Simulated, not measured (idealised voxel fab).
process module | voxel spacer lines
cross-section cut | 255 nm wide | cells 5 nm
A cross-section is a grid of square cells, given in bands from the top down. A band is one or more rows of cells.
Each band's line starts with the height of the band's top and of its bottom, in nm. Then come its materials from left to right, each with its width in nm. One material with "throughout" fills the band from edge to edge. "air" is empty space.
Height 0 is the level under which the wafer as received is all one material. The lowest band goes on downwards, as in "0 down".
A width such as "30 to 40" changes by the same amount from each row of cells to the next, from the band's top row to its bottom row.
"no change" after a step means that no cell of the cross-section changed.
closed voids: empty space of 8 cells or more with no open way to the top, each as width x height at its distance from the left edge, in nm
after a step's settings: what the simulator itself notes on the step
overlay nm, on a step with a mask: how far to the right of its planned place the mask lay; to the left if negative
plan
1 op RECEIVE | material Si
2 op CONFORMAL_DEP | material Al2O3 | thk nm 10
3 op DIRECTIONAL_DEP | material W | thk nm 15
4 op DIRECTIONAL_DEP | material aC | thk nm 30
5 op PATTERN | tone cover | mask id MANDREL | material resist | width nm 25 | pitch nm 80 | thk nm 40 | overlay nm 0
6 op DIRECTIONAL_ETCH | etch materials aC | depth nm 30
7 op STRIP | etch materials resist
8 op CONFORMAL_DEP | material SiN | thk nm 15
9 op DIRECTIONAL_ETCH | etch materials SiN | depth nm 15
10 op STRIP | etch materials aC
11 op DIRECTIONAL_ETCH | etch materials W | depth nm 15
12 op STRIP | etch materials SiN
first wafer, as planned
as received, after step 1
  0 down: Si throughout
  closed voids: none
after step 2
  10 to 0: Al2O3 throughout
  below 0: unchanged
after step 3
  25 to 10: W throughout
  below 10: unchanged
after step 4
  55 to 25: aC throughout
  below 25: unchanged
after step 5
  95 to 55: air 35 | resist 25 | air 55 | resist 25 | air 55 | resist 25 | air 35
  below 55: unchanged
after step 6
  65 to 55: air 35 | resist 25 | air 55 | resist 25 | air 55 | resist 25 | air 35
  55 to 25: air 35 | aC 25 | air 55 | aC 25 | air 55 | aC 25 | air 35
  below 25: unchanged
after step 7
  55 to 25: air 35 | aC 25 | air 55 | aC 25 | air 55 | aC 25 | air 35
  below 25: unchanged
after step 8
  70 to 55: air 20 | SiN 55 | air 25 | SiN 55 | air 25 | SiN 55 | air 20
  55 to 40: air 20 | SiN 15 | aC 25 | SiN 15 | air 25 | SiN 15 | aC 25 | SiN 15 | air 25 | SiN 15 | aC 25 | SiN 15 | air 20
  40 to 25: SiN 35 | aC 25 | SiN 55 | aC 25 | SiN 55 | aC 25 | SiN 35
  below 25: unchanged
after step 9
  55 to 25: air 20 | SiN 15 | aC 25 | SiN 15 | air 25 | SiN 15 | aC 25 | SiN 15 | air 25 | SiN 15 | aC 25 | SiN 15 | air 20
  below 25: unchanged
after step 10
  55 to 25: air 20 | SiN 15 | air 25 | SiN 15 | air 25 | SiN 15 | air 25 | SiN 15 | air 25 | SiN 15 | air 25 | SiN 15 | air 20
  below 25: unchanged
after step 11
  55 to 25: air 20 | SiN 15 | air 25 | SiN 15 | air 25 | SiN 15 | air 25 | SiN 15 | air 25 | SiN 15 | air 25 | SiN 15 | air 20
  25 to 10: air 20 | W 15 | air 25 | W 15 | air 25 | W 15 | air 25 | W 15 | air 25 | W 15 | air 25 | W 15 | air 20
  below 10: unchanged
after step 12
  25 to 10: air 20 | W 15 | air 25 | W 15 | air 25 | W 15 | air 25 | W 15 | air 25 | W 15 | air 25 | W 15 | air 20
  below 10: unchanged
second wafer: like start, like plan, one mistake. Through step 1 it matches the first wafer
when step 2 should have ended: no change
when step 3 should have ended
  15 to 0: W throughout
  below 0: unchanged
when step 4 should have ended
  45 to 15: aC throughout
  below 15: unchanged
when step 5 should have ended
  85 to 45: air 35 | resist 25 | air 55 | resist 25 | air 55 | resist 25 | air 35
  below 45: unchanged
when step 6 should have ended
  55 to 45: air 35 | resist 25 | air 55 | resist 25 | air 55 | resist 25 | air 35
  45 to 15: air 35 | aC 25 | air 55 | aC 25 | air 55 | aC 25 | air 35
  below 15: unchanged
when step 7 should have ended
  45 to 15: air 35 | aC 25 | air 55 | aC 25 | air 55 | aC 25 | air 35
  below 15: unchanged
when step 8 should have ended
  60 to 45: air 20 | SiN 55 | air 25 | SiN 55 | air 25 | SiN 55 | air 20
  45 to 30: air 20 | SiN 15 | aC 25 | SiN 15 | air 25 | SiN 15 | aC 25 | SiN 15 | air 25 | SiN 15 | aC 25 | SiN 15 | air 20
  30 to 15: SiN 35 | aC 25 | SiN 55 | aC 25 | SiN 55 | aC 25 | SiN 35
  below 15: unchanged
when step 9 should have ended
  45 to 15: air 20 | SiN 15 | aC 25 | SiN 15 | air 25 | SiN 15 | aC 25 | SiN 15 | air 25 | SiN 15 | aC 25 | SiN 15 | air 20
  below 15: unchanged
when step 10 should have ended
  45 to 15: air 20 | SiN 15 | air 25 | SiN 15 | air 25 | SiN 15 | air 25 | SiN 15 | air 25 | SiN 15 | air 25 | SiN 15 | air 20
  below 15: unchanged
when step 11 should have ended
  45 to 15: air 20 | SiN 15 | air 25 | SiN 15 | air 25 | SiN 15 | air 25 | SiN 15 | air 25 | SiN 15 | air 25 | SiN 15 | air 20
  15 to 0: air 20 | W 15 | air 25 | W 15 | air 25 | W 15 | air 25 | W 15 | air 25 | W 15 | air 25 | W 15 | air 20
  below 0: unchanged
when step 12 should have ended
  15 to 0: air 20 | W 15 | air 25 | W 15 | air 25 | W 15 | air 25 | W 15 | air 25 | W 15 | air 25 | W 15 | air 20
  below 0: unchanged
what went wrong: step 2 was left out
at the end the second wafer has, in cells: 102 fewer of Al2O3
